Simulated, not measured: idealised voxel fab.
process module | voxel transistor to metal
cross-section cut | 275 nm wide | cells 5 nm
A cross-section is a grid of square cells, given in bands from the top down. A band is one or more rows of cells.
Each band's line starts with the height of the band's top and of its bottom, in nm. Then come its materials from left to right, each with its width in nm. One material with "throughout" fills the band from edge to edge. "air" is empty space.
Height 0 is the level under which the wafer as received is all one material. The lowest band goes on downwards, as in "0 down".
A width such as "30 to 40" changes by the same amount from each row of cells to the next, from the band's top row to its bottom row.
"no change" after a step means that no cell of the cross-section changed.
closed voids: empty space of 8 cells or more with no open way to the top, each as width x height at its distance from the left edge, in nm
after a step's settings: what the simulator itself notes on the step
overlay nm, on a step with a mask: how far to the right of its planned place the mask lay; to the left if negative
plan
1 op RECEIVE | material Si
2 op CONFORMAL_DEP | material SiO2 | thk nm 5
3 op CONFORMAL_DEP | material SiN | thk nm 10
4 op DIRECTIONAL_DEP | material aC | thk nm 15
5 op PATTERN | tone cover | mask id ACTIVE | material resist | width nm 85 | pitch nm 110 | thk nm 35 | overlay nm 0
6 op DIRECTIONAL_ETCH | etch materials aC | depth nm 15
7 op STRIP | etch materials resist
8 op DIRECTIONAL_ETCH | etch materials SiN | depth nm 10
9 op DIRECTIONAL_ETCH | etch materials SiO2 | depth nm 5
10 op DIRECTIONAL_ETCH | etch materials Si | depth nm 25
11 op STRIP | etch materials aC
12 op FILL_DEP | material SiO2 | thk nm 5
13 op CMP | height nm 15
14 op SELECTIVE_ETCH | etch materials SiO2 | depth nm 5
15 op STRIP | etch materials SiN
16 op SELECTIVE_ETCH | etch materials SiO2 | depth nm 5
17 op OXIDIZE | depth nm 5
18 op DIRECTIONAL_DEP | material polySi | thk nm 30
19 op DIRECTIONAL_DEP | material SiCN | thk nm 10
20 op MASKED_ETCH | tone cover | mask id GATE | width nm 15 | pitch nm 110 | etch materials SiCN | depth nm 20 | overlay nm 0
21 op MASKED_ETCH | tone cover | mask id GATE | width nm 15 | pitch nm 110 | etch materials polySi | depth nm 40 | overlay nm 0
22 op CONFORMAL_DEP | material SiN | thk nm 10
23 op DIRECTIONAL_ETCH | etch materials SiN | depth nm 10
24 op DIRECTIONAL_ETCH | etch materials SiO2 | depth nm 5
25 op DIRECTIONAL_ETCH | etch materials Si | depth nm 15
26 op EPI | material nSi | thk nm 20
27 op FILL_DEP | material SiO2 | thk nm 10
28 op CMP | height nm 40
29 op DIRECTIONAL_DEP | material SiO2 | thk nm 15
30 op PATTERN | tone open | mask id CONTACT | material resist | width nm 25 | thk nm 20 | overlay nm 0
31 op DIRECTIONAL_ETCH | etch materials SiO2 | depth nm 40
32 op STRIP | etch materials resist
33 op CONFORMAL_DEP | material TiN | thk nm 5
34 op FILL_DEP | material W | thk nm 5
35 op CMP | height nm 55
36 op DIRECTIONAL_DEP | material TiN | thk nm 5
37 op DIRECTIONAL_DEP | material Ru | thk nm 25
38 op MASKED_ETCH | tone cover | mask id METAL_1 | width nm 15 | etch materials Ru | depth nm 25 | overlay nm 0
39 op MASKED_ETCH | tone cover | mask id METAL_1 | width nm 15 | etch materials TiN | depth nm 5 | overlay nm 0
40 op CONFORMAL_DEP | material SiCN | thk nm 5
41 op FILL_DEP | material SiO2 | thk nm 5
42 op CMP | height nm 85
43 op CONFORMAL_DEP | material SiCN | thk nm 5
44 op DIRECTIONAL_DEP | material SiO2 | thk nm 30
45 op DIRECTIONAL_DEP | material aC | thk nm 15
46 op PATTERN | tone open | mask id METAL_2 | material resist | width nm 15 | pitch nm 110 | thk nm 30 | overlay nm 0
47 op DIRECTIONAL_ETCH | etch materials aC | depth nm 15
48 op STRIP | etch materials resist
49 op DIRECTIONAL_ETCH | etch materials SiO2 | depth nm 15
50 op STRIP | etch materials aC
51 op DIRECTIONAL_DEP | material aC | thk nm 15
52 op PATTERN | tone open | mask id METAL_2_HOLES | material resist | width nm 15 | pitch nm 110 | thk nm 35 | overlay nm 0
53 op DIRECTIONAL_ETCH | etch materials aC | depth nm 15
54 op STRIP | etch materials resist
55 op DIRECTIONAL_ETCH | etch materials SiO2 | depth nm 15
56 op DIRECTIONAL_ETCH | etch materials SiCN | depth nm 5
57 op STRIP | etch materials aC
58 op CONFORMAL_DEP | material TiN | thk nm 5
59 op FILL_DEP | material Ru | thk nm 5
60 op CMP | height nm 120
61 op CONFORMAL_DEP | material SiCN | thk nm 5
as received, after step 1
  0 down: Si throughout
  closed voids: none
first wafer at the end, as planned
  125 to 120: SiCN throughout
  120 to 90: SiO2 45 | TiN 5 | Ru 5 | TiN 5 | SiO2 95 | TiN 5 | Ru 5 | TiN 5 | SiO2 105
  90 to 85: SiCN 45 | TiN 15 | SiCN 95 | TiN 15 | SiCN 105
  85 to 60: SiO2 40 | SiCN 5 | Ru 15 | SiCN 5 | SiO2 35 | SiCN 5 | Ru 15 | SiCN 5 | SiO2 25 | SiCN 5 | Ru 15 | SiCN 5 | SiO2 35 | SiCN 5 | Ru 15 | SiCN 5 | SiO2 40
  60 to 55: SiCN 45 | TiN 15 | SiCN 45 | TiN 15 | SiCN 35 | TiN 15 | SiCN 45 | TiN 15 | SiCN 45
  55 to 45: SiO2 45 | TiN 5 | W 15 | TiN 5 | SiO2 25 | TiN 5 | W 15 | TiN 5 | SiO2 35 | TiN 5 | W 15 | TiN 5 | SiO2 25 | TiN 5 | W 15 | TiN 5 | SiO2 45
  45 to 40: SiO2 45 | TiN 5 | W 10 | TiN 10 | SiO2 25 | TiN 10 | W 10 | TiN 5 | SiO2 35 | TiN 5 | W 10 | TiN 10 | SiO2 25 | TiN 10 | W 10 | TiN 5 | SiO2 45
  40 to 30: SiO2 45 | TiN 5 | W 10 | TiN 5 | SiN 10 | SiCN 15 | SiN 10 | TiN 5 | W 10 | TiN 5 | SiO2 35 | TiN 5 | W 10 | TiN 5 | SiN 10 | SiCN 15 | SiN 10 | TiN 5 | W 10 | TiN 5 | SiO2 45
  30 to 20: SiO2 45 | TiN 5 | W 10 | TiN 5 | SiN 10 | polySi 15 | SiN 10 | TiN 5 | W 10 | TiN 5 | SiO2 35 | TiN 5 | W 10 | TiN 5 | SiN 10 | polySi 15 | SiN 10 | TiN 5 | W 10 | TiN 5 | SiO2 45
  20 to 15: SiO2 45 | TiN 20 | SiN 10 | polySi 15 | SiN 10 | TiN 20 | SiO2 35 | TiN 20 | SiN 10 | polySi 15 | SiN 10 | TiN 20 | SiO2 45
  15 to 5: SiO2 35 | nSi 30 | SiN 10 | polySi 15 | SiN 10 | nSi 30 | SiO2 15 | nSi 30 | SiN 10 | polySi 15 | SiN 10 | nSi 30 | SiO2 35
  5 to 0: SiO2 35 | SiN 10 | nSi 20 | SiN 10 | polySi 15 | SiN 10 | nSi 20 | SiN 10 | SiO2 15 | SiN 10 | nSi 20 | SiN 10 | polySi 15 | SiN 10 | nSi 20 | SiN 10 | SiO2 35
  0 to -5: SiO2 45 | nSi 20 | SiO2 35 | nSi 20 | SiO2 35 | nSi 20 | SiO2 35 | nSi 20 | SiO2 45
  -5 to -20: SiO2 40 | Si 5 | nSi 20 | Si 35 | nSi 20 | Si 5 | SiO2 25 | Si 5 | nSi 20 | Si 35 | nSi 20 | Si 5 | SiO2 40
  -20 to -25: SiO2 40 | Si 85 | SiO2 25 | Si 85 | SiO2 40
  -25 down: Si throughout
  closed voids: none
second wafer at the end: like start, like plan, one mistake
  125 to 120: SiCN throughout
  120 to 90: SiO2 45 | TiN 5 | Ru 5 | TiN 5 | SiO2 95 | TiN 5 | Ru 5 | TiN 5 | SiO2 105
  90 to 85: SiCN 45 | TiN 15 | SiCN 95 | TiN 15 | SiCN 105
  85 to 60: SiO2 40 | SiCN 5 | Ru 15 | SiCN 5 | SiO2 35 | SiCN 5 | Ru 15 | SiCN 5 | SiO2 25 | SiCN 5 | Ru 15 | SiCN 5 | SiO2 35 | SiCN 5 | Ru 15 | SiCN 5 | SiO2 40
  60 to 55: SiCN 45 | TiN 15 | SiCN 45 | TiN 15 | SiCN 35 | TiN 15 | SiCN 45 | TiN 15 | SiCN 45
  55 to 45: SiO2 45 | TiN 5 | W 15 | TiN 5 | SiO2 25 | TiN 5 | W 15 | TiN 5 | SiO2 35 | TiN 5 | W 15 | TiN 5 | SiO2 25 | TiN 5 | W 15 | TiN 5 | SiO2 45
  45 to 40: SiO2 45 | TiN 5 | W 10 | TiN 10 | SiO2 25 | TiN 10 | W 10 | TiN 5 | SiO2 35 | TiN 5 | W 10 | TiN 10 | SiO2 25 | TiN 10 | W 10 | TiN 5 | SiO2 45
  40 to 30: SiO2 45 | TiN 5 | W 10 | TiN 5 | SiN 10 | SiCN 15 | SiN 10 | TiN 5 | W 10 | TiN 5 | SiO2 35 | TiN 5 | W 10 | TiN 5 | SiN 10 | SiCN 15 | SiN 10 | TiN 5 | W 10 | TiN 5 | SiO2 45
  30 to 20: SiO2 45 | TiN 5 | W 10 | TiN 5 | SiN 10 | polySi 15 | SiN 10 | TiN 5 | W 10 | TiN 5 | SiO2 35 | TiN 5 | W 10 | TiN 5 | SiN 10 | polySi 15 | SiN 10 | TiN 5 | W 10 | TiN 5 | SiO2 45
  20 to 15: SiO2 45 | TiN 20 | SiN 10 | polySi 15 | SiN 10 | TiN 20 | SiO2 35 | TiN 20 | SiN 10 | polySi 15 | SiN 10 | TiN 20 | SiO2 45
  15 to 5: SiO2 40 | nSi 25 | SiN 10 | polySi 15 | SiN 10 | nSi 30 | SiO2 20 | nSi 25 | SiN 10 | polySi 15 | SiN 10 | nSi 30 | SiO2 35
  5 to 0: SiO2 40 | SiN 10 | nSi 15 | SiN 10 | polySi 15 | SiN 10 | nSi 20 | SiN 10 | SiO2 20 | SiN 10 | nSi 15 | SiN 10 | polySi 15 | SiN 10 | nSi 20 | SiN 10 | SiO2 35
  0 to -5: SiO2 50 | nSi 15 | SiO2 35 | nSi 20 | SiO2 40 | nSi 15 | SiO2 35 | nSi 20 | SiO2 45
  -5 to -20: SiO2 45 | Si 5 | nSi 15 | Si 35 | nSi 20 | Si 5 | SiO2 30 | Si 5 | nSi 15 | Si 35 | nSi 20 | Si 5 | SiO2 40
  -20 to -25: SiO2 45 | Si 80 | SiO2 30 | Si 80 | SiO2 40
  -25 down: Si throughout
  closed voids: none
what went wrong: step 5 ran as: op PATTERN | tone cover | mask id ACTIVE | material resist | width nm 80 | pitch nm 110 | thk nm 35 | overlay nm 0
at the end the second wafer has, in cells: 2 fewer of Si | 16 more of SiO2 | 14 fewer of nSi
